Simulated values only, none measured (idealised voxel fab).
The following is a process module called voxel wiring stack.
Cross-section cut: width 270 nm, square cells of 5 nm.
Format of a cross-section: grid, square cells. Given as bands. Order: top down. Band: one or more rows of cells. Heads up on the band format: heights come first, top then bottom, in nm. After that it's the materials left to right, each with its width in nm. A single material flagged "everywhere" fills the whole band edge to edge, and "blank" means there's empty space there. Measure heights from 0. That's the level where, below it, the as-received wafer is all one material. The lowest band is bottomless and extends downward; write it as in "0 and below". A width given as "30->40" starts at the first number in the band's top row and ends at the second number in its bottom row, shifting by an equal amount at every step from row to row. Step marked "no modification"? Then no cell in the cross-section changed in it. Under "Trapped voids" you'll find the enclosed gaps, the ones with no way out to the top, that are 8 cells or bigger; each reads width x height at distance, with distance counted from the left edge, everything in nm. That trailing text on a step's line, after the settings, is the simulator's own remark on the step. The line of a step may include "overlay nm". On a step with a mask, this value is how far to the right of its planned place the mask lay. A negative value means the mask lay to the left.

SET OUT BELOW ARE THE PLANNED STEPS OF THE PROCESS
1: RECEIVE (material Si)
2: CONFORMAL_DEP (material SiO2; thk nm 15)
3: CONFORMAL_DEP (material SiN; thk nm 5)
4: DIRECTIONAL_DEP (material lowk; thk nm 25)
5: DIRECTIONAL_DEP (material aC; thk nm 15)
6: PATTERN (tone open; mask id METAL_1; material resist; width nm 30; pitch nm 50; thk nm 30; overlay nm 0)
7: DIRECTIONAL_ETCH (etch materials aC; depth nm 15)
8: STRIP (etch materials resist)
9: DIRECTIONAL_ETCH (etch materials lowk; depth nm 25)
10: DIRECTIONAL_ETCH (etch materials SiN; depth nm 5)
11: STRIP (etch materials aC)
12: CONFORMAL_DEP (material TiN; thk nm 5)
13: FILL_DEP (material Cu; thk nm 10)
14: CMP (height nm 45)
15: CONFORMAL_DEP (material SiCN; thk nm 5)
16: DIRECTIONAL_DEP (material SiO2; thk nm 15)
17: DIRECTIONAL_DEP (material aC; thk nm 15)
18: PATTERN (tone open; mask id PLUG_1; material resist; width nm 15; pitch nm 50; thk nm 30; overlay nm 0)
19: DIRECTIONAL_ETCH (etch materials aC; depth nm 15)
20: STRIP (etch materials resist)
21: DIRECTIONAL_ETCH (etch materials SiO2; depth nm 15)
22: DIRECTIONAL_ETCH (etch materials SiCN; depth nm 5)
23: STRIP (etch materials aC)
24: CONFORMAL_DEP (material TiN; thk nm 5)
25: FILL_DEP (material W; thk nm 5)
26: CMP (height nm 65)
27: DIRECTIONAL_DEP (material TiN; thk nm 5)
28: DIRECTIONAL_DEP (material Ru; thk nm 20)
29: MASKED_ETCH (tone cover; mask id METAL_2; width nm 30; pitch nm 50; etch materials Ru; depth nm 20; overlay nm 0)
30: MASKED_ETCH (tone cover; mask id METAL_2; width nm 30; pitch nm 50; etch materials TiN; depth nm 5; overlay nm 0)
31: FILL_DEP (material lowk; thk nm 10)
32: CMP (height nm 90)
33: CONFORMAL_DEP (material SiCN; thk nm 5)
34: DIRECTIONAL_DEP (material SiO2; thk nm 15)
35: DIRECTIONAL_DEP (material aC; thk nm 15)
36: PATTERN (tone open; mask id PLUG_2; material resist; width nm 15; thk nm 30; overlay nm 0)
37: DIRECTIONAL_ETCH (etch materials aC; depth nm 15)
38: STRIP (etch materials resist)
39: DIRECTIONAL_ETCH (etch materials SiO2; depth nm 15)
40: DIRECTIONAL_ETCH (etch materials SiCN; depth nm 5)
41: STRIP (etch materials aC)
42: CONFORMAL_DEP (material TiN; thk nm 5)
43: FILL_DEP (material W; thk nm 5)
44: CMP (height nm 110)
45: DIRECTIONAL_DEP (material TiN; thk nm 5)
46: DIRECTIONAL_DEP (material Ru; thk nm 15)
47: PATTERN (tone cover; mask id METAL_3; material resist; width nm 30; pitch nm 50; thk nm 15; overlay nm 0)
48: DIRECTIONAL_ETCH (etch materials Ru; depth nm 15)
49: DIRECTIONAL_ETCH (etch materials TiN; depth nm 5)
50: STRIP (etch materials resist)
51: CONFORMAL_DEP (material SiCN; thk nm 5)
52: FILL_DEP (material lowk; thk nm 10)
53: CMP (height nm 130)
54: CONFORMAL_DEP (material SiCN; thk nm 5)

FIRST OUT OF TWO WAFERS; RUN WENT TO PLAN

DELIVERED WAFER IN CROSS-SECTION: STATE AFTER STEP 1
> 0 and below = Si everywhere
> Trapped voids: none

AFTER STEP 2: WAFER CROSS-SECTION
> 15 down to 0 = SiO2 everywhere
> Unchanged below 0.

AFTER STEP 3: WAFER CROSS-SECTION
> 20 down to 15 = SiN everywhere
> Unchanged below 15.

AFTER STEP 4: WAFER CROSS-SECTION
> 45 down to 20 = lowk everywhere
> Unchanged below 20.

AFTER STEP 5: WAFER CROSS-SECTION
> 60 down to 45 = aC everywhere
> Unchanged below 45.

AFTER STEP 6: WAFER CROSS-SECTION
> 90 down to 60 = resist 95 nm, then blank 30 nm, then resist 20 nm, then blank 30 nm, then resist 95 nm
> Unchanged below 60.

AFTER STEP 7: WAFER CROSS-SECTION
> 75 down to 60 = resist 95 nm, then blank 30 nm, then resist 20 nm, then blank 30 nm, then resist 95 nm
> 60 down to 45 = aC 95 nm, then blank 30 nm, then aC 20 nm, then blank 30 nm, then aC 95 nm
> Unchanged below 45.

AFTER STEP 8: WAFER CROSS-SECTION
> 60 down to 45 = aC 95 nm, then blank 30 nm, then aC 20 nm, then blank 30 nm, then aC 95 nm
> Unchanged below 45.

AFTER STEP 9: WAFER CROSS-SECTION
> 60 down to 45 = aC 95 nm, then blank 30 nm, then aC 20 nm, then blank 30 nm, then aC 95 nm
> 45 down to 20 = lowk 95 nm, then blank 30 nm, then lowk 20 nm, then blank 30 nm, then lowk 95 nm
> Unchanged below 20.

AFTER STEP 10: WAFER CROSS-SECTION
> 60 down to 45 = aC 95 nm, then blank 30 nm, then aC 20 nm, then blank 30 nm, then aC 95 nm
> 45 down to 20 = lowk 95 nm, then blank 30 nm, then lowk 20 nm, then blank 30 nm, then lowk 95 nm
> 20 down to 15 = SiN 95 nm, then blank 30 nm, then SiN 20 nm, then blank 30 nm, then SiN 95 nm
> Unchanged below 15.

AFTER STEP 11: WAFER CROSS-SECTION
> 45 down to 20 = lowk 95 nm, then blank 30 nm, then lowk 20 nm, then blank 30 nm, then lowk 95 nm
> Unchanged below 20.

AFTER STEP 12: WAFER CROSS-SECTION
> 50 down to 45 = TiN 100 nm, then blank 20 nm, then TiN 30 nm, then blank 20 nm, then TiN 100 nm
> 45 down to 20 = lowk 95 nm, then TiN 5 nm, then blank 20 nm, then TiN 5 nm, then lowk 20 nm, then TiN 5 nm, then blank 20 nm, then TiN 5 nm, then lowk 95 nm
> 20 down to 15 = SiN 95 nm, then TiN 30 nm, then SiN 20 nm, then TiN 30 nm, then SiN 95 nm
> Unchanged below 15.

AFTER STEP 13: WAFER CROSS-SECTION
> 60 down to 50 = Cu everywhere
> 50 down to 45 = TiN 100 nm, then Cu 20 nm, then TiN 30 nm, then Cu 20 nm, then TiN 100 nm
> 45 down to 20 = lowk 95 nm, then TiN 5 nm, then Cu 20 nm, then TiN 5 nm, then lowk 20 nm, then TiN 5 nm, then Cu 20 nm, then TiN 5 nm, then lowk 95 nm
> Unchanged below 20.

AFTER STEP 14: WAFER CROSS-SECTION
> 45 down to 20 = lowk 95 nm, then TiN 5 nm, then Cu 20 nm, then TiN 5 nm, then lowk 20 nm, then TiN 5 nm, then Cu 20 nm, then TiN 5 nm, then lowk 95 nm
> Unchanged below 20.

AFTER STEP 15: WAFER CROSS-SECTION
> 50 down to 45 = SiCN everywhere
> Unchanged below 45.

AFTER STEP 16: WAFER CROSS-SECTION
> 65 down to 50 = SiO2 everywhere
> Unchanged below 50.

AFTER STEP 17: WAFER CROSS-SECTION
> 80 down to 65 = aC everywhere
> Unchanged below 65.

AFTER STEP 18: WAFER CROSS-SECTION
> 110 down to 80 = resist 95 nm, then blank 15 nm, then resist 35 nm, then blank 15 nm, then resist 110 nm
> Unchanged below 80.

AFTER STEP 19: WAFER CROSS-SECTION
> 95 down to 80 = resist 95 nm, then blank 15 nm, then resist 35 nm, then blank 15 nm, then resist 110 nm
> 80 down to 65 = aC 95 nm, then blank 15 nm, then aC 35 nm, then blank 15 nm, then aC 110 nm
> Unchanged below 65.

AFTER STEP 20: WAFER CROSS-SECTION
> 80 down to 65 = aC 95 nm, then blank 15 nm, then aC 35 nm, then blank 15 nm, then aC 110 nm
> Unchanged below 65.

AFTER STEP 21: WAFER CROSS-SECTION
> 80 down to 65 = aC 95 nm, then blank 15 nm, then aC 35 nm, then blank 15 nm, then aC 110 nm
> 65 down to 50 = SiO2 95 nm, then blank 15 nm, then SiO2 35 nm, then blank 15 nm, then SiO2 110 nm
> Unchanged below 50.

AFTER STEP 22: WAFER CROSS-SECTION
> 80 down to 65 = aC 95 nm, then blank 15 nm, then aC 35 nm, then blank 15 nm, then aC 110 nm
> 65 down to 50 = SiO2 95 nm, then blank 15 nm, then SiO2 35 nm, then blank 15 nm, then SiO2 110 nm
> 50 down to 45 = SiCN 95 nm, then blank 15 nm, then SiCN 35 nm, then blank 15 nm, then SiCN 110 nm
> Unchanged below 45.

AFTER STEP 23: WAFER CROSS-SECTION
> 65 down to 50 = SiO2 95 nm, then blank 15 nm, then SiO2 35 nm, then blank 15 nm, then SiO2 110 nm
> Unchanged below 50.

AFTER STEP 24: WAFER CROSS-SECTION
> 70 down to 65 = TiN 100 nm, then blank 5 nm, then TiN 45 nm, then blank 5 nm, then TiN 115 nm
> 65 down to 50 = SiO2 95 nm, then TiN 5 nm, then blank 5 nm, then TiN 5 nm, then SiO2 35 nm, then TiN 5 nm, then blank 5 nm, then TiN 5 nm, then SiO2 110 nm
> 50 down to 45 = SiCN 95 nm, then TiN 15 nm, then SiCN 35 nm, then TiN 15 nm, then SiCN 110 nm
> Unchanged below 45.

AFTER STEP 25: WAFER CROSS-SECTION
> 75 down to 70 = W everywhere
> 70 down to 65 = TiN 100 nm, then W 5 nm, then TiN 45 nm, then W 5 nm, then TiN 115 nm
> 65 down to 50 = SiO2 95 nm, then TiN 5 nm, then W 5 nm, then TiN 5 nm, then SiO2 35 nm, then TiN 5 nm, then W 5 nm, then TiN 5 nm, then SiO2 110 nm
> Unchanged below 50.

AFTER STEP 26: WAFER CROSS-SECTION
> 65 down to 50 = SiO2 95 nm, then TiN 5 nm, then W 5 nm, then TiN 5 nm, then SiO2 35 nm, then TiN 5 nm, then W 5 nm, then TiN 5 nm, then SiO2 110 nm
> Unchanged below 50.

AFTER STEP 27: WAFER CROSS-SECTION
> 70 down to 65 = TiN everywhere
> Unchanged below 65.

AFTER STEP 28: WAFER CROSS-SECTION
> 90 down to 70 = Ru everywhere
> Unchanged below 70.

AFTER STEP 29: WAFER CROSS-SECTION
> 90 down to 70 = blank 95 nm, then Ru 30 nm, then blank 20 nm, then Ru 30 nm, then blank 95 nm
> Unchanged below 70.

AFTER STEP 30: WAFER CROSS-SECTION
> 90 down to 70 = blank 95 nm, then Ru 30 nm, then blank 20 nm, then Ru 30 nm, then blank 95 nm
> 70 down to 65 = blank 95 nm, then TiN 30 nm, then blank 20 nm, then TiN 30 nm, then blank 95 nm
> Unchanged below 65.

AFTER STEP 31: WAFER CROSS-SECTION
> 100 down to 90 = lowk everywhere
> 90 down to 70 = lowk 95 nm, then Ru 30 nm, then lowk 20 nm, then Ru 30 nm, then lowk 95 nm
> 70 down to 65 = lowk 95 nm, then TiN 30 nm, then lowk 20 nm, then TiN 30 nm, then lowk 95 nm
> Unchanged below 65.

AFTER STEP 32: WAFER CROSS-SECTION
> 90 down to 70 = lowk 95 nm, then Ru 30 nm, then lowk 20 nm, then Ru 30 nm, then lowk 95 nm
> Unchanged below 70.

AFTER STEP 33: WAFER CROSS-SECTION
> 95 down to 90 = SiCN everywhere
> Unchanged below 90.

AFTER STEP 34: WAFER CROSS-SECTION
> 110 down to 95 = SiO2 everywhere
> Unchanged below 95.

AFTER STEP 35: WAFER CROSS-SECTION
> 125 down to 110 = aC everywhere
> Unchanged below 110.

AFTER STEP 36: WAFER CROSS-SECTION
> 155 down to 125 = resist 95 nm, then blank 15 nm, then resist 160 nm
> Unchanged below 125.

AFTER STEP 37: WAFER CROSS-SECTION
> 140 down to 125 = resist 95 nm, then blank 15 nm, then resist 160 nm
> 125 down to 110 = aC 95 nm, then blank 15 nm, then aC 160 nm
> Unchanged below 110.

AFTER STEP 38: WAFER CROSS-SECTION
> 125 down to 110 = aC 95 nm, then blank 15 nm, then aC 160 nm
> Unchanged below 110.

AFTER STEP 39: WAFER CROSS-SECTION
> 125 down to 110 = aC 95 nm, then blank 15 nm, then aC 160 nm
> 110 down to 95 = SiO2 95 nm, then blank 15 nm, then SiO2 160 nm
> Unchanged below 95.

AFTER STEP 40: WAFER CROSS-SECTION
> 125 down to 110 = aC 95 nm, then blank 15 nm, then aC 160 nm
> 110 down to 95 = SiO2 95 nm, then blank 15 nm, then SiO2 160 nm
> 95 down to 90 = SiCN 95 nm, then blank 15 nm, then SiCN 160 nm
> Unchanged below 90.

AFTER STEP 41: WAFER CROSS-SECTION
> 110 down to 95 = SiO2 95 nm, then blank 15 nm, then SiO2 160 nm
> Unchanged below 95.

AFTER STEP 42: WAFER CROSS-SECTION
> 115 down to 110 = TiN 100 nm, then blank 5 nm, then TiN 165 nm
> 110 down to 95 = SiO2 95 nm, then TiN 5 nm, then blank 5 nm, then TiN 5 nm, then SiO2 160 nm
> 95 down to 90 = SiCN 95 nm, then TiN 15 nm, then SiCN 160 nm
> Unchanged below 90.

AFTER STEP 43: WAFER CROSS-SECTION
> 120 down to 115 = W everywhere
> 115 down to 110 = TiN 100 nm, then W 5 nm, then TiN 165 nm
> 110 down to 95 = SiO2 95 nm, then TiN 5 nm, then W 5 nm, then TiN 5 nm, then SiO2 160 nm
> Unchanged below 95.

AFTER STEP 44: WAFER CROSS-SECTION
> 110 down to 95 = SiO2 95 nm, then TiN 5 nm, then W 5 nm, then TiN 5 nm, then SiO2 160 nm
> Unchanged below 95.

AFTER STEP 45: WAFER CROSS-SECTION
> 115 down to 110 = TiN everywhere
> Unchanged below 110.

AFTER STEP 46: WAFER CROSS-SECTION
> 130 down to 115 = Ru everywhere
> Unchanged below 115.

AFTER STEP 47: WAFER CROSS-SECTION
> 145 down to 130 = blank 95 nm, then resist 30 nm, then blank 20 nm, then resist 30 nm, then blank 95 nm
> Unchanged below 130.

AFTER STEP 48: WAFER CROSS-SECTION
> 145 down to 130 = blank 95 nm, then resist 30 nm, then blank 20 nm, then resist 30 nm, then blank 95 nm
> 130 down to 115 = blank 95 nm, then Ru 30 nm, then blank 20 nm, then Ru 30 nm, then blank 95 nm
> Unchanged below 115.

AFTER STEP 49: WAFER CROSS-SECTION
> 145 down to 130 = blank 95 nm, then resist 30 nm, then blank 20 nm, then resist 30 nm, then blank 95 nm
> 130 down to 115 = blank 95 nm, then Ru 30 nm, then blank 20 nm, then Ru 30 nm, then blank 95 nm
> 115 down to 110 = blank 95 nm, then TiN 30 nm, then blank 20 nm, then TiN 30 nm, then blank 95 nm
> Unchanged below 110.

AFTER STEP 50: WAFER CROSS-SECTION
> 130 down to 115 = blank 95 nm, then Ru 30 nm, then blank 20 nm, then Ru 30 nm, then blank 95 nm
> Unchanged below 115.

AFTER STEP 51: WAFER CROSS-SECTION
> 135 down to 130 = blank 90 nm, then SiCN 40 nm, then blank 10 nm, then SiCN 40 nm, then blank 90 nm
> 130 down to 115 = blank 90 nm, then SiCN 5 nm, then Ru 30 nm, then SiCN 5 nm, then blank 10 nm, then SiCN 5 nm, then Ru 30 nm, then SiCN 5 nm, then blank 90 nm
> 115 down to 110 = SiCN 95 nm, then TiN 30 nm, then SiCN 20 nm, then TiN 30 nm, then SiCN 95 nm
> Unchanged below 110.

AFTER STEP 52: WAFER CROSS-SECTION
> 145 down to 135 = lowk everywhere
> 135 down to 130 = lowk 90 nm, then SiCN 40 nm, then lowk 10 nm, then SiCN 40 nm, then lowk 90 nm
> 130 down to 115 = lowk 90 nm, then SiCN 5 nm, then Ru 30 nm, then SiCN 5 nm, then lowk 10 nm, then SiCN 5 nm, then Ru 30 nm, then SiCN 5 nm, then lowk 90 nm
> Unchanged below 115.

AFTER STEP 53: WAFER CROSS-SECTION
> 130 down to 115 = lowk 90 nm, then SiCN 5 nm, then Ru 30 nm, then SiCN 5 nm, then lowk 10 nm, then SiCN 5 nm, then Ru 30 nm, then SiCN 5 nm, then lowk 90 nm
> Unchanged below 115.

AFTER STEP 54: WAFER CROSS-SECTION
> 135 down to 130 = SiCN everywhere
> Unchanged below 130.

THE SECOND WAFER: IDENTICAL TO THE FIRST AT THE OUTSET AND IN ITS PLANNED SEQUENCE, DIFFERING ONLY IN THAT ONE MISTAKE WAS MADE DURING PROCESSING; UP TO AND INCLUDING STEP 12, ITS PATH IS THE FIRST WAFER'S PATH

CROSS-SECTION OF THE SECOND WAFER AT THE TIME STEP 13 OF THE PLAN SHOULD HAVE ENDED
> 60 down to 50 = SiCN everywhere
> 50 down to 45 = TiN 100 nm, then SiCN 20 nm, then TiN 30 nm, then SiCN 20 nm, then TiN 100 nm
> 45 down to 20 = lowk 95 nm, then TiN 5 nm, then SiCN 20 nm, then TiN 5 nm, then lowk 20 nm, then TiN 5 nm, then SiCN 20 nm, then TiN 5 nm, then lowk 95 nm
> Unchanged below 20.

CROSS-SECTION OF THE SECOND WAFER AT THE TIME STEP 14 OF THE PLAN SHOULD HAVE ENDED
> 45 down to 20 = lowk 95 nm, then TiN 5 nm, then SiCN 20 nm, then TiN 5 nm, then lowk 20 nm, then TiN 5 nm, then SiCN 20 nm, then TiN 5 nm, then lowk 95 nm
> Unchanged below 20.

CROSS-SECTION OF THE SECOND WAFER AT THE TIME STEP 15 OF THE PLAN SHOULD HAVE ENDED
> 50 down to 45 = SiCN everywhere
> Unchanged below 45.

CROSS-SECTION OF THE SECOND WAFER AT THE TIME STEP 16 OF THE PLAN SHOULD HAVE ENDED
> 65 down to 50 = SiO2 everywhere
> Unchanged below 50.

CROSS-SECTION OF THE SECOND WAFER AT THE TIME STEP 17 OF THE PLAN SHOULD HAVE ENDED
> 80 down to 65 = aC everywhere
> Unchanged below 65.

CROSS-SECTION OF THE SECOND WAFER AT THE TIME STEP 18 OF THE PLAN SHOULD HAVE ENDED
> 110 down to 80 = resist 95 nm, then blank 15 nm, then resist 35 nm, then blank 15 nm, then resist 110 nm
> Unchanged below 80.

CROSS-SECTION OF THE SECOND WAFER AT THE TIME STEP 19 OF THE PLAN SHOULD HAVE ENDED
> 95 down to 80 = resist 95 nm, then blank 15 nm, then resist 35 nm, then blank 15 nm, then resist 110 nm
> 80 down to 65 = aC 95 nm, then blank 15 nm, then aC 35 nm, then blank 15 nm, then aC 110 nm
> Unchanged below 65.

CROSS-SECTION OF THE SECOND WAFER AT THE TIME STEP 20 OF THE PLAN SHOULD HAVE ENDED
> 80 down to 65 = aC 95 nm, then blank 15 nm, then aC 35 nm, then blank 15 nm, then aC 110 nm
> Unchanged below 65.

CROSS-SECTION OF THE SECOND WAFER AT THE TIME STEP 21 OF THE PLAN SHOULD HAVE ENDED
> 80 down to 65 = aC 95 nm, then blank 15 nm, then aC 35 nm, then blank 15 nm, then aC 110 nm
> 65 down to 50 = SiO2 95 nm, then blank 15 nm, then SiO2 35 nm, then blank 15 nm, then SiO2 110 nm
> Unchanged below 50.

CROSS-SECTION OF THE SECOND WAFER AT THE TIME STEP 22 OF THE PLAN SHOULD HAVE ENDED
> 80 down to 65 = aC 95 nm, then blank 15 nm, then aC 35 nm, then blank 15 nm, then aC 110 nm
> 65 down to 50 = SiO2 95 nm, then blank 15 nm, then SiO2 35 nm, then blank 15 nm, then SiO2 110 nm
> 50 down to 45 = SiCN 95 nm, then blank 15 nm, then SiCN 35 nm, then blank 15 nm, then SiCN 110 nm
> Unchanged below 45.

CROSS-SECTION OF THE SECOND WAFER AT THE TIME STEP 23 OF THE PLAN SHOULD HAVE ENDED
> 65 down to 50 = SiO2 95 nm, then blank 15 nm, then SiO2 35 nm, then blank 15 nm, then SiO2 110 nm
> Unchanged below 50.

CROSS-SECTION OF THE SECOND WAFER AT THE TIME STEP 24 OF THE PLAN SHOULD HAVE ENDED
> 70 down to 65 = TiN 100 nm, then blank 5 nm, then TiN 45 nm, then blank 5 nm, then TiN 115 nm
> 65 down to 50 = SiO2 95 nm, then TiN 5 nm, then blank 5 nm, then TiN 5 nm, then SiO2 35 nm, then TiN 5 nm, then blank 5 nm, then TiN 5 nm, then SiO2 110 nm
> 50 down to 45 = SiCN 95 nm, then TiN 15 nm, then SiCN 35 nm, then TiN 15 nm, then SiCN 110 nm
> Unchanged below 45.

CROSS-SECTION OF THE SECOND WAFER AT THE TIME STEP 25 OF THE PLAN SHOULD HAVE ENDED
> 75 down to 70 = W everywhere
> 70 down to 65 = TiN 100 nm, then W 5 nm, then TiN 45 nm, then W 5 nm, then TiN 115 nm
> 65 down to 50 = SiO2 95 nm, then TiN 5 nm, then W 5 nm, then TiN 5 nm, then SiO2 35 nm, then TiN 5 nm, then W 5 nm, then TiN 5 nm, then SiO2 110 nm
> Unchanged below 50.

CROSS-SECTION OF THE SECOND WAFER AT THE TIME STEP 26 OF THE PLAN SHOULD HAVE ENDED
> 65 down to 50 = SiO2 95 nm, then TiN 5 nm, then W 5 nm, then TiN 5 nm, then SiO2 35 nm, then TiN 5 nm, then W 5 nm, then TiN 5 nm, then SiO2 110 nm
> Unchanged below 50.

CROSS-SECTION OF THE SECOND WAFER AT THE TIME STEP 27 OF THE PLAN SHOULD HAVE ENDED
> 70 down to 65 = TiN everywhere
> Unchanged below 65.

CROSS-SECTION OF THE SECOND WAFER AT THE TIME STEP 28 OF THE PLAN SHOULD HAVE ENDED
> 90 down to 70 = Ru everywhere
> Unchanged below 70.

CROSS-SECTION OF THE SECOND WAFER AT THE TIME STEP 29 OF THE PLAN SHOULD HAVE ENDED
> 90 down to 70 = blank 95 nm, then Ru 30 nm, then blank 20 nm, then Ru 30 nm, then blank 95 nm
> Unchanged below 70.

CROSS-SECTION OF THE SECOND WAFER AT THE TIME STEP 30 OF THE PLAN SHOULD HAVE ENDED
> 90 down to 70 = blank 95 nm, then Ru 30 nm, then blank 20 nm, then Ru 30 nm, then blank 95 nm
> 70 down to 65 = blank 95 nm, then TiN 30 nm, then blank 20 nm, then TiN 30 nm, then blank 95 nm
> Unchanged below 65.

CROSS-SECTION OF THE SECOND WAFER AT THE TIME STEP 31 OF THE PLAN SHOULD HAVE ENDED
> 100 down to 90 = lowk everywhere
> 90 down to 70 = lowk 95 nm, then Ru 30 nm, then lowk 20 nm, then Ru 30 nm, then lowk 95 nm
> 70 down to 65 = lowk 95 nm, then TiN 30 nm, then lowk 20 nm, then TiN 30 nm, then lowk 95 nm
> Unchanged below 65.

CROSS-SECTION OF THE SECOND WAFER AT THE TIME STEP 32 OF THE PLAN SHOULD HAVE ENDED
> 90 down to 70 = lowk 95 nm, then Ru 30 nm, then lowk 20 nm, then Ru 30 nm, then lowk 95 nm
> Unchanged below 70.

CROSS-SECTION OF THE SECOND WAFER AT THE TIME STEP 33 OF THE PLAN SHOULD HAVE ENDED
> 95 down to 90 = SiCN everywhere
> Unchanged below 90.

CROSS-SECTION OF THE SECOND WAFER AT THE TIME STEP 34 OF THE PLAN SHOULD HAVE ENDED
> 110 down to 95 = SiO2 everywhere
> Unchanged below 95.

CROSS-SECTION OF THE SECOND WAFER AT THE TIME STEP 35 OF THE PLAN SHOULD HAVE ENDED
> 125 down to 110 = aC everywhere
> Unchanged below 110.

CROSS-SECTION OF THE SECOND WAFER AT THE TIME STEP 36 OF THE PLAN SHOULD HAVE ENDED
> 155 down to 125 = resist 95 nm, then blank 15 nm, then resist 160 nm
> Unchanged below 125.

CROSS-SECTION OF THE SECOND WAFER AT THE TIME STEP 37 OF THE PLAN SHOULD HAVE ENDED
> 140 down to 125 = resist 95 nm, then blank 15 nm, then resist 160 nm
> 125 down to 110 = aC 95 nm, then blank 15 nm, then aC 160 nm
> Unchanged below 110.

CROSS-SECTION OF THE SECOND WAFER AT THE TIME STEP 38 OF THE PLAN SHOULD HAVE ENDED
> 125 down to 110 = aC 95 nm, then blank 15 nm, then aC 160 nm
> Unchanged below 110.

CROSS-SECTION OF THE SECOND WAFER AT THE TIME STEP 39 OF THE PLAN SHOULD HAVE ENDED
> 125 down to 110 = aC 95 nm, then blank 15 nm, then aC 160 nm
> 110 down to 95 = SiO2 95 nm, then blank 15 nm, then SiO2 160 nm
> Unchanged below 95.

CROSS-SECTION OF THE SECOND WAFER AT THE TIME STEP 40 OF THE PLAN SHOULD HAVE ENDED
> 125 down to 110 = aC 95 nm, then blank 15 nm, then aC 160 nm
> 110 down to 95 = SiO2 95 nm, then blank 15 nm, then SiO2 160 nm
> 95 down to 90 = SiCN 95 nm, then blank 15 nm, then SiCN 160 nm
> Unchanged below 90.

CROSS-SECTION OF THE SECOND WAFER AT THE TIME STEP 41 OF THE PLAN SHOULD HAVE ENDED
> 110 down to 95 = SiO2 95 nm, then blank 15 nm, then SiO2 160 nm
> Unchanged below 95.

CROSS-SECTION OF THE SECOND WAFER AT THE TIME STEP 42 OF THE PLAN SHOULD HAVE ENDED
> 115 down to 110 = TiN 100 nm, then blank 5 nm, then TiN 165 nm
> 110 down to 95 = SiO2 95 nm, then TiN 5 nm, then blank 5 nm, then TiN 5 nm, then SiO2 160 nm
> 95 down to 90 = SiCN 95 nm, then TiN 15 nm, then SiCN 160 nm
> Unchanged below 90.

CROSS-SECTION OF THE SECOND WAFER AT THE TIME STEP 43 OF THE PLAN SHOULD HAVE ENDED
> 120 down to 115 = W everywhere
> 115 down to 110 = TiN 100 nm, then W 5 nm, then TiN 165 nm
> 110 down to 95 = SiO2 95 nm, then TiN 5 nm, then W 5 nm, then TiN 5 nm, then SiO2 160 nm
> Unchanged below 95.

CROSS-SECTION OF THE SECOND WAFER AT THE TIME STEP 44 OF THE PLAN SHOULD HAVE ENDED
> 110 down to 95 = SiO2 95 nm, then TiN 5 nm, then W 5 nm, then TiN 5 nm, then SiO2 160 nm
> Unchanged below 95.

CROSS-SECTION OF THE SECOND WAFER AT THE TIME STEP 45 OF THE PLAN SHOULD HAVE ENDED
> 115 down to 110 = TiN everywhere
> Unchanged below 110.

CROSS-SECTION OF THE SECOND WAFER AT THE TIME STEP 46 OF THE PLAN SHOULD HAVE ENDED
> 130 down to 115 = Ru everywhere
> Unchanged below 115.

CROSS-SECTION OF THE SECOND WAFER AT THE TIME STEP 47 OF THE PLAN SHOULD HAVE ENDED
> 145 down to 130 = blank 95 nm, then resist 30 nm, then blank 20 nm, then resist 30 nm, then blank 95 nm
> Unchanged below 130.

CROSS-SECTION OF THE SECOND WAFER AT THE TIME STEP 48 OF THE PLAN SHOULD HAVE ENDED
> 145 down to 130 = blank 95 nm, then resist 30 nm, then blank 20 nm, then resist 30 nm, then blank 95 nm
> 130 down to 115 = blank 95 nm, then Ru 30 nm, then blank 20 nm, then Ru 30 nm, then blank 95 nm
> Unchanged below 115.

CROSS-SECTION OF THE SECOND WAFER AT THE TIME STEP 49 OF THE PLAN SHOULD HAVE ENDED
> 145 down to 130 = blank 95 nm, then resist 30 nm, then blank 20 nm, then resist 30 nm, then blank 95 nm
> 130 down to 115 = blank 95 nm, then Ru 30 nm, then blank 20 nm, then Ru 30 nm, then blank 95 nm
> 115 down to 110 = blank 95 nm, then TiN 30 nm, then blank 20 nm, then TiN 30 nm, then blank 95 nm
> Unchanged below 110.

CROSS-SECTION OF THE SECOND WAFER AT THE TIME STEP 50 OF THE PLAN SHOULD HAVE ENDED
> 130 down to 115 = blank 95 nm, then Ru 30 nm, then blank 20 nm, then Ru 30 nm, then blank 95 nm
> Unchanged below 115.

CROSS-SECTION OF THE SECOND WAFER AT THE TIME STEP 51 OF THE PLAN SHOULD HAVE ENDED
> 135 down to 130 = blank 90 nm, then SiCN 40 nm, then blank 10 nm, then SiCN 40 nm, then blank 90 nm
> 130 down to 115 = blank 90 nm, then SiCN 5 nm, then Ru 30 nm, then SiCN 5 nm, then blank 10 nm, then SiCN 5 nm, then Ru 30 nm, then SiCN 5 nm, then blank 90 nm
> 115 down to 110 = SiCN 95 nm, then TiN 30 nm, then SiCN 20 nm, then TiN 30 nm, then SiCN 95 nm
> Unchanged below 110.

CROSS-SECTION OF THE SECOND WAFER AT THE TIME STEP 52 OF THE PLAN SHOULD HAVE ENDED
> 145 down to 135 = lowk everywhere
> 135 down to 130 = lowk 90 nm, then SiCN 40 nm, then lowk 10 nm, then SiCN 40 nm, then lowk 90 nm
> 130 down to 115 = lowk 90 nm, then SiCN 5 nm, then Ru 30 nm, then SiCN 5 nm, then lowk 10 nm, then SiCN 5 nm, then Ru 30 nm, then SiCN 5 nm, then lowk 90 nm
> Unchanged below 115.

CROSS-SECTION OF THE SECOND WAFER AT THE TIME STEP 53 OF THE PLAN SHOULD HAVE ENDED
> 130 down to 115 = lowk 90 nm, then SiCN 5 nm, then Ru 30 nm, then SiCN 5 nm, then lowk 10 nm, then SiCN 5 nm, then Ru 30 nm, then SiCN 5 nm, then lowk 90 nm
> Unchanged below 115.

CROSS-SECTION OF THE SECOND WAFER AT THE TIME STEP 54 OF THE PLAN SHOULD HAVE ENDED
> 135 down to 130 = SiCN everywhere
> Unchanged below 130.
Misprocessing identified: heads up, step 13 didn't go per plan, it actually ran as FILL_DEP (material SiCN; thk nm 10)
Final comparison by cell count, materials where the second wafer has more or fewer than the first: Cu -40; SiCN +40
